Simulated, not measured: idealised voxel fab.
Title: Process Module voxel self aligned contacts
Cross-section cut: width 205 nm, square cells of 5 nm.
Cross-section layout: square cells on a grid; listed as bands, top to bottom; a band spans one or more cell rows.
Per band: top height and bottom height in nm, followed by the left-to-right materials and their widths in nm; "full width" marks a single material spanning edge to edge, "air" marks empty space.
Beneath 0, the wafer as received is one material, and that level is where height counting begins. The lowest band goes on downward without a bottom; it is written like "0 -> down".
A width given as "30->40" starts at the first number in the band's top row and ends at the second number in its bottom row, shifting by an equal amount at every step from row to row.
You'll sometimes find "no alteration" written for a step, and that's the way of saying that nowhere in the cross-section did a cell change during that step.
In the "Closed cavities" entry, you get each enclosed empty space of 8 cells or more, one with no open way to the top, written width x height at distance, distance from the left edge, in nm.
Whatever follows a step's settings on its line is a remark the simulator itself makes about that step.
What "overlay nm" on a step's line means: if the step has a mask, that mask lay this far to the right of its planned place, or, when the value is negative, to the left.
## Steps in the process plan
1. RECEIVE (material Si)
2. CONFORMAL_DEP (material SiO2; thk nm 5)
3. DIRECTIONAL_DEP (material polySi; thk nm 20)
4. DIRECTIONAL_DEP (material SiN; thk nm 20)
5. MASKED_ETCH (tone cover; mask id GATE; width nm 25; pitch nm 50; etch materials SiN; depth nm 20; overlay nm 0)
6. MASKED_ETCH (tone cover; mask id GATE; width nm 25; pitch nm 50; etch materials polySi; depth nm 20; overlay nm 0)
7. CONFORMAL_DEP (material SiN; thk nm 5)
8. DIRECTIONAL_ETCH (etch materials SiN; depth nm 5)
9. FILL_DEP (material SiO2; thk nm 15)
10. CMP (height nm 50)
11. PATTERN (tone open; mask id CONTACT; material resist; width nm 35; pitch nm 50; thk nm 15; overlay nm 0)
12. DIRECTIONAL_ETCH (etch materials SiO2; depth nm 50)
13. STRIP (etch materials resist)
14. CONFORMAL_DEP (material TiN; thk nm 5)
15. FILL_DEP (material W; thk nm 10)
16. CMP (height nm 50)
17. CONFORMAL_DEP (material SiCN; thk nm 5)
## Wafer, first of two, run as planned
## Cross-section of the wafer upon arrival, representing the state reached after step 1
* 0 -> down | Si full width
* Closed cavities: none
## The wafer in cross-section once step 2 is complete
* 5 -> 0 | SiO2 full width
* Note: structure below 0 unchanged.
## The wafer in cross-section once step 3 is complete
* 25 -> 5 | polySi full width
* Note: structure below 5 unchanged.
## The wafer in cross-section once step 4 is complete
* 45 -> 25 | SiN full width
* Note: structure below 25 unchanged.
## The wafer in cross-section once step 5 is complete
* 45 -> 25 | 40 air / 25 SiN / 25 air / 25 SiN / 25 air / 25 SiN / 40 air
* Note: structure below 25 unchanged.
## The wafer in cross-section once step 6 is complete
* 45 -> 25 | 40 air / 25 SiN / 25 air / 25 SiN / 25 air / 25 SiN / 40 air
* 25 -> 5 | 40 air / 25 polySi / 25 air / 25 polySi / 25 air / 25 polySi / 40 air
* Note: structure below 5 unchanged.
## The wafer in cross-section once step 7 is complete
* 50 -> 25 | 35 air / 35 SiN / 15 air / 35 SiN / 15 air / 35 SiN / 35 air
* 25 -> 10 | 35 air / 5 SiN / 25 polySi / 5 SiN / 15 air / 5 SiN / 25 polySi / 5 SiN / 15 air / 5 SiN / 25 polySi / 5 SiN / 35 air
* 10 -> 5 | 40 SiN / 25 polySi / 25 SiN / 25 polySi / 25 SiN / 25 polySi / 40 SiN
* Note: structure below 5 unchanged.
## The wafer in cross-section once step 8 is complete
* 45 -> 25 | 35 air / 35 SiN / 15 air / 35 SiN / 15 air / 35 SiN / 35 air
* 25 -> 5 | 35 air / 5 SiN / 25 polySi / 5 SiN / 15 air / 5 SiN / 25 polySi / 5 SiN / 15 air / 5 SiN / 25 polySi / 5 SiN / 35 air
* Note: structure below 5 unchanged.
## The wafer in cross-section once step 9 is complete
* 60 -> 45 | SiO2 full width
* 45 -> 25 | 35 SiO2 / 35 SiN / 15 SiO2 / 35 SiN / 15 SiO2 / 35 SiN / 35 SiO2
* 25 -> 5 | 35 SiO2 / 5 SiN / 25 polySi / 5 SiN / 15 SiO2 / 5 SiN / 25 polySi / 5 SiN / 15 SiO2 / 5 SiN / 25 polySi / 5 SiN / 35 SiO2
* Note: structure below 5 unchanged.
## The wafer in cross-section once step 10 is complete
* 50 -> 45 | SiO2 full width
* Note: structure below 45 unchanged.
## The wafer in cross-section once step 11 is complete
* 65 -> 50 | 60 resist / 35 air / 15 resist / 35 air / 60 resist
* Note: structure below 50 unchanged.
## The wafer in cross-section once step 12 is complete
* 65 -> 50 | 60 resist / 35 air / 15 resist / 35 air / 60 resist
* 50 -> 45 | 60 SiO2 / 35 air / 15 SiO2 / 35 air / 60 SiO2
* 45 -> 25 | 35 SiO2 / 35 SiN / 15 air / 35 SiN / 15 air / 35 SiN / 35 SiO2
* 25 -> 5 | 35 SiO2 / 5 SiN / 25 polySi / 5 SiN / 15 air / 5 SiN / 25 polySi / 5 SiN / 15 air / 5 SiN / 25 polySi / 5 SiN / 35 SiO2
* 5 -> 0 | 70 SiO2 / 15 air / 35 SiO2 / 15 air / 70 SiO2
* Note: structure below 0 unchanged.
## The wafer in cross-section once step 13 is complete
* 50 -> 45 | 60 SiO2 / 35 air / 15 SiO2 / 35 air / 60 SiO2
* Note: structure below 45 unchanged.
## The wafer in cross-section once step 14 is complete
* 55 -> 50 | 65 TiN / 25 air / 25 TiN / 25 air / 65 TiN
* 50 -> 45 | 60 SiO2 / 15 TiN / 5 air / 15 TiN / 15 SiO2 / 15 TiN / 5 air / 15 TiN / 60 SiO2
* 45 -> 25 | 35 SiO2 / 35 SiN / 5 TiN / 5 air / 5 TiN / 35 SiN / 5 TiN / 5 air / 5 TiN / 35 SiN / 35 SiO2
* 25 -> 5 | 35 SiO2 / 5 SiN / 25 polySi / 5 SiN / 5 TiN / 5 air / 5 TiN / 5 SiN / 25 polySi / 5 SiN / 5 TiN / 5 air / 5 TiN / 5 SiN / 25 polySi / 5 SiN / 35 SiO2
* 5 -> 0 | 70 SiO2 / 15 TiN / 35 SiO2 / 15 TiN / 70 SiO2
* Note: structure below 0 unchanged.
## The wafer in cross-section once step 15 is complete
* 65 -> 55 | W full width
* 55 -> 50 | 65 TiN / 25 W / 25 TiN / 25 W / 65 TiN
* 50 -> 45 | 60 SiO2 / 15 TiN / 5 W / 15 TiN / 15 SiO2 / 15 TiN / 5 W / 15 TiN / 60 SiO2
* 45 -> 25 | 35 SiO2 / 35 SiN / 5 TiN / 5 W / 5 TiN / 35 SiN / 5 TiN / 5 W / 5 TiN / 35 SiN / 35 SiO2
* 25 -> 5 | 35 SiO2 / 5 SiN / 25 polySi / 5 SiN / 5 TiN / 5 W / 5 TiN / 5 SiN / 25 polySi / 5 SiN / 5 TiN / 5 W / 5 TiN / 5 SiN / 25 polySi / 5 SiN / 35 SiO2
* Note: structure below 5 unchanged.
## The wafer in cross-section once step 16 is complete
* 50 -> 45 | 60 SiO2 / 15 TiN / 5 W / 15 TiN / 15 SiO2 / 15 TiN / 5 W / 15 TiN / 60 SiO2
* Note: structure below 45 unchanged.
## The wafer in cross-section once step 17 is complete
* 55 -> 50 | SiCN full width
* Note: structure below 50 unchanged.
## Companion wafer, the second of two: same beginning, same intended sequence, one mistake in carrying it out; through step 4 inclusive it tracks the first exactly
## Cross-section, second wafer, at the end time the plan gives for step 5
* 45 -> 25 | 40 SiN / 25 air / 25 SiN / 25 air / 25 SiN / 25 air / 40 SiN
* Note: structure below 25 unchanged.
Cross-section, second wafer, at the end time the plan gives for step 6: no alteration
## Cross-section, second wafer, at the end time the plan gives for step 7
* 50 -> 30 | 45 SiN / 15 air / 35 SiN / 15 air / 35 SiN / 15 air / 45 SiN
* 30 -> 25 | SiN full width
* Note: structure below 25 unchanged.
## Cross-section, second wafer, at the end time the plan gives for step 8
* 45 -> 25 | 45 SiN / 15 air / 35 SiN / 15 air / 35 SiN / 15 air / 45 SiN
* Note: structure below 25 unchanged.
## Cross-section, second wafer, at the end time the plan gives for step 9
* 60 -> 45 | SiO2 full width
* 45 -> 25 | 45 SiN / 15 SiO2 / 35 SiN / 15 SiO2 / 35 SiN / 15 SiO2 / 45 SiN
* Note: structure below 25 unchanged.
## Cross-section, second wafer, at the end time the plan gives for step 10
* 50 -> 45 | SiO2 full width
* Note: structure below 45 unchanged.
## Cross-section, second wafer, at the end time the plan gives for step 11
* 65 -> 50 | 60 resist / 35 air / 15 resist / 35 air / 60 resist
* Note: structure below 50 unchanged.
## Cross-section, second wafer, at the end time the plan gives for step 12
* 65 -> 50 | 60 resist / 35 air / 15 resist / 35 air / 60 resist
* 50 -> 45 | 60 SiO2 / 35 air / 15 SiO2 / 35 air / 60 SiO2
* Note: structure below 45 unchanged.
## Cross-section, second wafer, at the end time the plan gives for step 13
* 50 -> 45 | 60 SiO2 / 35 air / 15 SiO2 / 35 air / 60 SiO2
* Note: structure below 45 unchanged.
## Cross-section, second wafer, at the end time the plan gives for step 14
* 55 -> 50 | 65 TiN / 25 air / 25 TiN / 25 air / 65 TiN
* 50 -> 45 | 60 SiO2 / 35 TiN / 15 SiO2 / 35 TiN / 60 SiO2
* Note: structure below 45 unchanged.
## Cross-section, second wafer, at the end time the plan gives for step 15
* 65 -> 55 | W full width
* 55 -> 50 | 65 TiN / 25 W / 25 TiN / 25 W / 65 TiN
* Note: structure below 50 unchanged.
## Cross-section, second wafer, at the end time the plan gives for step 16
* 50 -> 45 | 60 SiO2 / 35 TiN / 15 SiO2 / 35 TiN / 60 SiO2
* Note: structure below 45 unchanged.
## Cross-section, second wafer, at the end time the plan gives for step 17
* 55 -> 50 | SiCN full width
* Note: structure below 50 unchanged.
Error vs. plan: it should be noted that step 5 was executed with settings other than those planned, the operation and settings actually applied being MASKED_ETCH (tone open; mask id GATE; width nm 25; pitch nm 50; etch materials SiN; depth nm 20; overlay nm 0)
Bottom line after processing is that, in cells, the second wafer is up or down on some materials versus the first: +20 SiN; -70 SiO2; -36 TiN; -18 W; +104 polySi
